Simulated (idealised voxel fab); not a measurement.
process module | voxel wiring stack
cross-section cut | 235 nm wide | cells 5 nm
A cross-section is a grid of square cells, given in bands from the top down. A band is one or more rows of cells.
Each band's line starts with the height of the band's top and of its bottom, in nm. Then come its materials from left to right, each with its width in nm. One material with "throughout" fills the band from edge to edge. "air" is empty space.
Height 0 is the level under which the wafer as received is all one material. The lowest band goes on downwards, as in "0 down".
A width such as "30 to 40" changes by the same amount from each row of cells to the next, from the band's top row to its bottom row.
"no change" after a step means that no cell of the cross-section changed.
closed voids: empty space of 8 cells or more with no open way to the top, each as width x height at its distance from the left edge, in nm
after a step's settings: what the simulator itself notes on the step
overlay nm, on a step with a mask: how far to the right of its planned place the mask lay; to the left if negative
plan
1 op RECEIVE | material Si
2 op CONFORMAL_DEP | material SiO2 | thk nm 10
3 op DIRECTIONAL_DEP | material TiN | thk nm 5
4 op DIRECTIONAL_DEP | material W | thk nm 20
5 op PATTERN | tone cover | mask id METAL_1 | material resist | width nm 30 | pitch nm 45 | thk nm 20 | overlay nm 0
6 op DIRECTIONAL_ETCH | etch materials W | depth nm 20
7 op DIRECTIONAL_ETCH | etch materials TiN | depth nm 5
8 op STRIP | etch materials resist
9 op FILL_DEP | material lowk | thk nm 5
10 op CMP | height nm 35
11 op CONFORMAL_DEP | material SiCN | thk nm 5
12 op DIRECTIONAL_DEP | material SiO2 | thk nm 20
13 op DIRECTIONAL_DEP | material aC | thk nm 15
14 op PATTERN | tone open | mask id PLUG_1 | material resist | width nm 15 | pitch nm 45 | thk nm 35 | overlay nm 0
15 op DIRECTIONAL_ETCH | etch materials aC | depth nm 15
16 op STRIP | etch materials resist
17 op DIRECTIONAL_ETCH | etch materials SiO2 | depth nm 20
18 op DIRECTIONAL_ETCH | etch materials SiCN | depth nm 5
19 op STRIP | etch materials aC
20 op CONFORMAL_DEP | material TiN | thk nm 5
21 op FILL_DEP | material W | thk nm 10
22 op CMP | height nm 60
23 op CONFORMAL_DEP | material SiCN | thk nm 5
24 op DIRECTIONAL_DEP | material lowk | thk nm 20
25 op PATTERN | tone open | mask id METAL_2 | material resist | width nm 30 | pitch nm 45 | thk nm 15 | overlay nm 0
26 op DIRECTIONAL_ETCH | etch materials lowk | depth nm 20
27 op DIRECTIONAL_ETCH | etch materials SiCN | depth nm 5
28 op STRIP | etch materials resist
29 op CONFORMAL_DEP | material TiN | thk nm 5
30 op FILL_DEP | material Cu | thk nm 5
31 op CMP | height nm 85
32 op CONFORMAL_DEP | material SiCN | thk nm 5
33 op DIRECTIONAL_DEP | material SiO2 | thk nm 30
34 op PATTERN | tone open | mask id METAL_3 | material resist | width nm 30 | pitch nm 45 | thk nm 15 | overlay nm 0
35 op DIRECTIONAL_ETCH | etch materials SiO2 | depth nm 20
36 op STRIP | etch materials resist
37 op PATTERN | tone open | mask id METAL_3_HOLES | material resist | width nm 15 | pitch nm 90 | thk nm 20 | overlay nm 0
38 op DIRECTIONAL_ETCH | etch materials SiO2 | depth nm 10
39 op DIRECTIONAL_ETCH | etch materials SiCN | depth nm 5
40 op STRIP | etch materials resist
41 op CONFORMAL_DEP | material TiN | thk nm 5
42 op FILL_DEP | material Cu | thk nm 5
43 op CMP | height nm 120
44 op CONFORMAL_DEP | material SiCN | thk nm 5
45 op DIRECTIONAL_DEP | material lowk | thk nm 30
46 op PATTERN | tone open | mask id METAL_4 | material resist | width nm 30 | pitch nm 45 | thk nm 20 | overlay nm 0
47 op DIRECTIONAL_ETCH | etch materials lowk | depth nm 15
48 op STRIP | etch materials resist
49 op MASKED_ETCH | tone open | mask id METAL_4_HOLES | width nm 15 | pitch nm 45 | etch materials lowk | depth nm 15 | overlay nm 0
50 op MASKED_ETCH | tone open | mask id METAL_4_HOLES | width nm 15 | pitch nm 45 | etch materials SiCN | depth nm 5 | overlay nm 0
51 op CONFORMAL_DEP | material TiN | thk nm 5
52 op FILL_DEP | material Cu | thk nm 10
53 op CMP | height nm 155
54 op CONFORMAL_DEP | material SiN | thk nm 5
as received, after step 1
  0 down: Si throughout
  closed voids: none
a wafer at the end: this start, this plan, one mistake
  160 to 155: SiN throughout
  155 to 145: Cu 65 | TiN 5 | lowk 15 | TiN 5 | Cu 20 | TiN 5 | lowk 15 | TiN 5 | Cu 20 | TiN 5 | lowk 15 | TiN 5 | Cu 55
  145 to 140: TiN 70 | lowk 15 | TiN 30 | lowk 15 | TiN 30 | lowk 15 | TiN 60
  140 to 125: lowk throughout
  125 to 120: SiCN throughout
  120 to 105: SiO2 55 | TiN 5 | Cu 20 | TiN 5 | SiO2 15 | TiN 5 | Cu 20 | TiN 5 | SiO2 15 | TiN 5 | Cu 20 | TiN 5 | SiO2 60
  105 to 100: SiO2 55 | TiN 5 | Cu 5 | TiN 20 | SiO2 15 | TiN 30 | SiO2 15 | TiN 5 | Cu 5 | TiN 20 | SiO2 60
  100 to 90: SiO2 55 | TiN 5 | Cu 5 | TiN 5 | SiO2 75 | TiN 5 | Cu 5 | TiN 5 | SiO2 75
  90 to 85: SiCN 55 | TiN 15 | SiCN 75 | TiN 15 | SiCN 75
  85 to 65: lowk 55 | TiN 5 | Cu 20 | TiN 5 | lowk 15 | TiN 5 | Cu 20 | TiN 5 | lowk 15 | TiN 5 | Cu 20 | TiN 5 | lowk 60
  65 to 60: SiCN 55 | TiN 30 | SiCN 15 | TiN 30 | SiCN 15 | TiN 30 | SiCN 60
  60 to 40: SiO2 55 | TiN 5 | W 5 | TiN 5 | SiO2 30 | TiN 5 | W 5 | TiN 5 | SiO2 30 | TiN 5 | W 5 | TiN 5 | SiO2 75
  40 to 35: SiCN 55 | TiN 15 | SiCN 30 | TiN 15 | SiCN 30 | TiN 15 | SiCN 75
  35 to 15: lowk 55 | W 30 | lowk 15 | W 30 | lowk 15 | W 30 | lowk 60
  15 to 10: lowk 55 | TiN 30 | lowk 15 | TiN 30 | lowk 15 | TiN 30 | lowk 60
  10 to 0: SiO2 throughout
  0 down: Si throughout
  closed voids: none
what went wrong: step 46 ran as: op PATTERN | tone cover | mask id METAL_4 | material resist | width nm 30 | pitch nm 45 | thk nm 20 | overlay nm 0
